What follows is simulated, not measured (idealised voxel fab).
You're looking at the process module voxel self aligned contacts.
cross-section cut | 215 nm wide | cells 5 nm
This document writes a cross-section as a grid whose cells are square, and gives it as bands, listed from the top down; one or more rows of cells form a band.
This entry defines a band. It first specifies the height of the band's top and the height of its bottom in nm, and then specifies the band's materials from left to right, stating each material with its width in nm. The word "all across" identifies a single material that fills the band from edge to edge, while the word "air" identifies empty space.
Counting heights begins at 0, where everything beneath is, in the wafer as received, one material. The lowest band has no bottom; it goes on downwards, as "0..down" shows.
Width spec "30->40" -> top row of cells at first value, bottom row at second value, equal per-row change in between.
Step marked "everything unchanged"? Then no cell in the cross-section changed in it.
Heads up: "Trapped cavities" only lists the empty pockets with no open path to the top that are 8 cells or more, and it writes them as width x height at distance, distance from the left edge, in nm.
On each step's line, the part that comes after the settings is the simulator's own comment on the step.
Among the settings permitted on a step's line is "overlay nm"; applied to a step with a mask, it specifies the extent to which the mask lay to the right of its planned position, whereas a negative figure signifies a position to the left.

# Here's what the planned process steps look like
step 1: RECEIVE (material Si)
step 2: CONFORMAL_DEP (material SiO2; thk nm 5)
step 3: DIRECTIONAL_DEP (material polySi; thk nm 20)
step 4: DIRECTIONAL_DEP (material SiN; thk nm 25)
step 5: MASKED_ETCH (tone cover; mask id GATE; width nm 25; pitch nm 60; etch materials SiN; depth nm 25; overlay nm 0)
step 6: MASKED_ETCH (tone cover; mask id GATE; width nm 25; pitch nm 60; etch materials polySi; depth nm 20; overlay nm 0)
step 7: CONFORMAL_DEP (material SiN; thk nm 10)
step 8: DIRECTIONAL_ETCH (etch materials SiN; depth nm 10)
step 9: FILL_DEP (material SiO2; thk nm 10)
step 10: CMP (height nm 55)
step 11: DIRECTIONAL_DEP (material aC; thk nm 10)
step 12: PATTERN (tone open; mask id CONTACT; material resist; width nm 45; thk nm 30; overlay nm 0)
step 13: DIRECTIONAL_ETCH (etch materials aC; depth nm 10)
step 14: STRIP (etch materials resist)
step 15: DIRECTIONAL_ETCH (etch materials SiO2; depth nm 55)
step 16: STRIP (etch materials aC)
step 17: CONFORMAL_DEP (material TiN; thk nm 5)
step 18: FILL_DEP (material Ru; thk nm 5)
step 19: CMP (height nm 55)
step 20: CONFORMAL_DEP (material SiCN; thk nm 5)

# Cross-section of the wafer as it came to us, i.e., already through step 1
- 0..down  Si all across
- Trapped cavities: none

# Sectioned view, first of two wafers, at the close of the module, processed as intended in the plan
- 60..55  SiCN all across
- 55..50  SiO2 (85) | TiN (20) | Ru (5) | TiN (20) | SiO2 (85)
- 50..25  SiO2 (55) | SiN (45) | TiN (5) | Ru (5) | TiN (5) | SiN (45) | SiO2 (55)
- 25..5  SiO2 (55) | SiN (10) | polySi (25) | SiN (10) | TiN (5) | Ru (5) | TiN (5) | SiN (10) | polySi (25) | SiN (10) | SiO2 (55)
- 5..0  SiO2 (100) | TiN (15) | SiO2 (100)
- 0..down  Si all across
- Trapped cavities: none

# Cross-sectional view of the second of two wafers upon completion of the module. This wafer shared its starting condition and process plan with the first; one error was made during its execution
- 60..55  SiCN all across
- 55..50  SiO2 (85) | TiN (45) | SiO2 (85)
- 50..25  SiO2 (50) | SiN (55) | TiN (5) | SiN (55) | SiO2 (50)
- 25..5  SiO2 (50) | SiN (10) | polySi (35) | SiN (10) | TiN (5) | SiN (10) | polySi (35) | SiN (10) | SiO2 (50)
- 5..0  SiO2 (105) | TiN (5) | SiO2 (105)
- 0..down  Si all across
- Trapped cavities: none
What broke from the plan during processing? the process deviated at step 5: the operation and settings actually run there were MASKED_ETCH (tone cover; mask id GATE; width nm 35; pitch nm 60; etch materials SiN; depth nm 25; overlay nm 0)
Per the end-of-run cell counts, the second wafer holds more or fewer of some materials than the first: Ru -10, SiN +20, SiO2 -16, TiN -10, polySi +16
